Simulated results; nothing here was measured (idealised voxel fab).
Name of the process module below: voxel self aligned vias
Shown is cross-section cut, with a width of 195 nm and square cells of size 5 nm.
How to read a cross-section here: the picture is a grid of square cells, written as bands going from the top down, and any band can span one or more rows of cells.
Top height, bottom height, nm. Materials left to right, width each, nm. Single material + "full width" = fills band edge to edge. "blank" = empty.
Counting heights begins at 0, where everything beneath is, in the wafer as received, one material. The lowest band has no bottom; it goes on downwards, as "0 -> down" shows.
Per-row width for "30 to 40": begins at first number (top row of band), ends at second number (bottom row), increment between rows held constant.
A step reported as "no change occurred" is a step in which no cell of the cross-section changed.
You'll see "Closed void catalog" listing empty spaces that have no way open to the top, as long as they're 8 cells or more; the notation is width x height at distance, where the distance is from the left edge, and all of it is in nm.
Anything after a step's settings on that line? It's the simulator's own note about the step.
The optional step-line setting "overlay nm" applies to steps with a mask and quantifies how far to the right of its planned location the mask lay, a negative value indicating leftward placement.

### List of planned process steps
1) RECEIVE [material Si]
2) CONFORMAL_DEP [material SiO2] [thk nm 10]
3) CONFORMAL_DEP [material SiCN] [thk nm 5]
4) DIRECTIONAL_DEP [material SiO2] [thk nm 30]
5) MASKED_ETCH [tone open] [mask id LINES] [width nm 20] [pitch nm 60] [etch materials SiO2] [depth nm 30] [overlay nm 0]
6) CONFORMAL_DEP [material TiN] [thk nm 5]
7) FILL_DEP [material Ru] [thk nm 10]
8) CMP [height nm 45]
9) SELECTIVE_ETCH [etch materials W Ru TiN] [depth nm 5]
10) FILL_DEP [material SiN] [thk nm 5]
11) CMP [height nm 45]
12) DIRECTIONAL_DEP [material SiO2] [thk nm 20]
13) DIRECTIONAL_DEP [material aC] [thk nm 10]
14) PATTERN [tone open] [mask id VIAS] [material resist] [width nm 40] [pitch nm 60] [thk nm 30] [overlay nm 0]
15) DIRECTIONAL_ETCH [etch materials aC] [depth nm 10]
16) STRIP [etch materials resist]
17) DIRECTIONAL_ETCH [etch materials SiO2] [depth nm 20]
18) DIRECTIONAL_ETCH [etch materials SiN] [depth nm 5]
19) STRIP [etch materials aC]
20) CONFORMAL_DEP [material TiN] [thk nm 5]
21) FILL_DEP [material W] [thk nm 10]
22) CMP [height nm 65]
23) CONFORMAL_DEP [material SiCN] [thk nm 5]

### First wafer of two (run as planned)

### As received (post step 1): cross-section
0 -> down  Si full width
Closed void catalog: none

### Wafer after step 2 (cross-section)
10 -> 0  SiO2 full width
Below 0, no change.

### Wafer after step 3 (cross-section)
15 -> 10  SiCN full width
Below 10, no change.

### Wafer after step 4 (cross-section)
45 -> 15  SiO2 full width
Below 15, no change.

### Wafer after step 5 (cross-section)
45 -> 15  SiO2 (55), then blank (20), then SiO2 (40), then blank (20), then SiO2 (60)
Below 15, no change.

### Wafer after step 6 (cross-section)
50 -> 45  TiN (60), then blank (10), then TiN (50), then blank (10), then TiN (65)
45 -> 20  SiO2 (55), then TiN (5), then blank (10), then TiN (5), then SiO2 (40), then TiN (5), then blank (10), then TiN (5), then SiO2 (60)
20 -> 15  SiO2 (55), then TiN (20), then SiO2 (40), then TiN (20), then SiO2 (60)
Below 15, no change.

### Wafer after step 7 (cross-section)
60 -> 50  Ru full width
50 -> 45  TiN (60), then Ru (10), then TiN (50), then Ru (10), then TiN (65)
45 -> 20  SiO2 (55), then TiN (5), then Ru (10), then TiN (5), then SiO2 (40), then TiN (5), then Ru (10), then TiN (5), then SiO2 (60)
Below 20, no change.

### Wafer after step 8 (cross-section)
45 -> 20  SiO2 (55), then TiN (5), then Ru (10), then TiN (5), then SiO2 (40), then TiN (5), then Ru (10), then TiN (5), then SiO2 (60)
Below 20, no change.

### Wafer after step 9 (cross-section)
45 -> 40  SiO2 (55), then blank (20), then SiO2 (40), then blank (20), then SiO2 (60)
Below 40, no change.

### Wafer after step 10 (cross-section)
50 -> 45  SiN full width
45 -> 40  SiO2 (55), then SiN (20), then SiO2 (40), then SiN (20), then SiO2 (60)
Below 40, no change.

### Wafer after step 11 (cross-section)
45 -> 40  SiO2 (55), then SiN (20), then SiO2 (40), then SiN (20), then SiO2 (60)
Below 40, no change.

### Wafer after step 12 (cross-section)
65 -> 45  SiO2 full width
Below 45, no change.

### Wafer after step 13 (cross-section)
75 -> 65  aC full width
Below 65, no change.

### Wafer after step 14 (cross-section)
105 -> 75  resist (45), then blank (40), then resist (20), then blank (40), then resist (50)
Below 75, no change.

### Wafer after step 15 (cross-section)
95 -> 75  resist (45), then blank (40), then resist (20), then blank (40), then resist (50)
75 -> 65  aC (45), then blank (40), then aC (20), then blank (40), then aC (50)
Below 65, no change.

### Wafer after step 16 (cross-section)
75 -> 65  aC (45), then blank (40), then aC (20), then blank (40), then aC (50)
Below 65, no change.

### Wafer after step 17 (cross-section)
75 -> 65  aC (45), then blank (40), then aC (20), then blank (40), then aC (50)
65 -> 45  SiO2 (45), then blank (40), then SiO2 (20), then blank (40), then SiO2 (50)
Below 45, no change.

### Wafer after step 18 (cross-section)
75 -> 65  aC (45), then blank (40), then aC (20), then blank (40), then aC (50)
65 -> 45  SiO2 (45), then blank (40), then SiO2 (20), then blank (40), then SiO2 (50)
45 -> 40  SiO2 (55), then blank (20), then SiO2 (40), then blank (20), then SiO2 (60)
Below 40, no change.

### Wafer after step 19 (cross-section)
65 -> 45  SiO2 (45), then blank (40), then SiO2 (20), then blank (40), then SiO2 (50)
Below 45, no change.

### Wafer after step 20 (cross-section)
70 -> 65  TiN (50), then blank (30), then TiN (30), then blank (30), then TiN (55)
65 -> 50  SiO2 (45), then TiN (5), then blank (30), then TiN (5), then SiO2 (20), then TiN (5), then blank (30), then TiN (5), then SiO2 (50)
50 -> 45  SiO2 (45), then TiN (15), then blank (10), then TiN (15), then SiO2 (20), then TiN (15), then blank (10), then TiN (15), then SiO2 (50)
45 -> 40  SiO2 (55), then TiN (20), then SiO2 (40), then TiN (20), then SiO2 (60)
Below 40, no change.

### Wafer after step 21 (cross-section)
80 -> 70  W full width
70 -> 65  TiN (50), then W (30), then TiN (30), then W (30), then TiN (55)
65 -> 50  SiO2 (45), then TiN (5), then W (30), then TiN (5), then SiO2 (20), then TiN (5), then W (30), then TiN (5), then SiO2 (50)
50 -> 45  SiO2 (45), then TiN (15), then W (10), then TiN (15), then SiO2 (20), then TiN (15), then W (10), then TiN (15), then SiO2 (50)
Below 45, no change.

### Wafer after step 22 (cross-section)
65 -> 50  SiO2 (45), then TiN (5), then W (30), then TiN (5), then SiO2 (20), then TiN (5), then W (30), then TiN (5), then SiO2 (50)
Below 50, no change.

### Wafer after step 23 (cross-section)
70 -> 65  SiCN full width
Below 65, no change.

### Second wafer. Start and plan as for the first. One mistake made in running. Agrees with the first up to and including step 2

### Second wafer shown in cross-section at the time step 3 was slated to end
40 -> 0  SiO2 full width
Below 0, no change.

### Second wafer shown in cross-section at the time step 4 was slated to end
45 -> 40  SiCN full width
Below 40, no change.

Second wafer shown in cross-section at the time step 5 was slated to end: no change occurred

### Second wafer shown in cross-section at the time step 6 was slated to end
50 -> 45  TiN full width
Below 45, no change.

### Second wafer shown in cross-section at the time step 7 was slated to end
60 -> 50  Ru full width
Below 50, no change.

### Second wafer shown in cross-section at the time step 8 was slated to end
45 -> 40  SiCN full width
Below 40, no change.

Second wafer shown in cross-section at the time step 9 was slated to end: no change occurred

### Second wafer shown in cross-section at the time step 10 was slated to end
50 -> 45  SiN full width
Below 45, no change.

### Second wafer shown in cross-section at the time step 11 was slated to end
45 -> 40  SiCN full width
Below 40, no change.

### Second wafer shown in cross-section at the time step 12 was slated to end
65 -> 45  SiO2 full width
Below 45, no change.

### Second wafer shown in cross-section at the time step 13 was slated to end
75 -> 65  aC full width
Below 65, no change.

### Second wafer shown in cross-section at the time step 14 was slated to end
105 -> 75  resist (45), then blank (40), then resist (20), then blank (40), then resist (50)
Below 75, no change.

### Second wafer shown in cross-section at the time step 15 was slated to end
95 -> 75  resist (45), then blank (40), then resist (20), then blank (40), then resist (50)
75 -> 65  aC (45), then blank (40), then aC (20), then blank (40), then aC (50)
Below 65, no change.

### Second wafer shown in cross-section at the time step 16 was slated to end
75 -> 65  aC (45), then blank (40), then aC (20), then blank (40), then aC (50)
Below 65, no change.

### Second wafer shown in cross-section at the time step 17 was slated to end
75 -> 65  aC (45), then blank (40), then aC (20), then blank (40), then aC (50)
65 -> 45  SiO2 (45), then blank (40), then SiO2 (20), then blank (40), then SiO2 (50)
Below 45, no change.

Second wafer shown in cross-section at the time step 18 was slated to end: no change occurred

### Second wafer shown in cross-section at the time step 19 was slated to end
65 -> 45  SiO2 (45), then blank (40), then SiO2 (20), then blank (40), then SiO2 (50)
Below 45, no change.

### Second wafer shown in cross-section at the time step 20 was slated to end
70 -> 65  TiN (50), then blank (30), then TiN (30), then blank (30), then TiN (55)
65 -> 50  SiO2 (45), then TiN (5), then blank (30), then TiN (5), then SiO2 (20), then TiN (5), then blank (30), then TiN (5), then SiO2 (50)
50 -> 45  SiO2 (45), then TiN (40), then SiO2 (20), then TiN (40), then SiO2 (50)
Below 45, no change.

### Second wafer shown in cross-section at the time step 21 was slated to end
80 -> 70  W full width
70 -> 65  TiN (50), then W (30), then TiN (30), then W (30), then TiN (55)
65 -> 50  SiO2 (45), then TiN (5), then W (30), then TiN (5), then SiO2 (20), then TiN (5), then W (30), then TiN (5), then SiO2 (50)
Below 50, no change.

### Second wafer shown in cross-section at the time step 22 was slated to end
65 -> 50  SiO2 (45), then TiN (5), then W (30), then TiN (5), then SiO2 (20), then TiN (5), then W (30), then TiN (5), then SiO2 (50)
Below 50, no change.

### Second wafer shown in cross-section at the time step 23 was slated to end
70 -> 65  SiCN full width
Below 65, no change.
Error vs. plan: plan vs actual: 3 and 4 interchanged
The closing comparison, in cells, has the second wafer with more or fewer of some materials than the first: Ru: 16 fewer | SiO2: 48 more | TiN: 28 fewer | W: 4 fewer
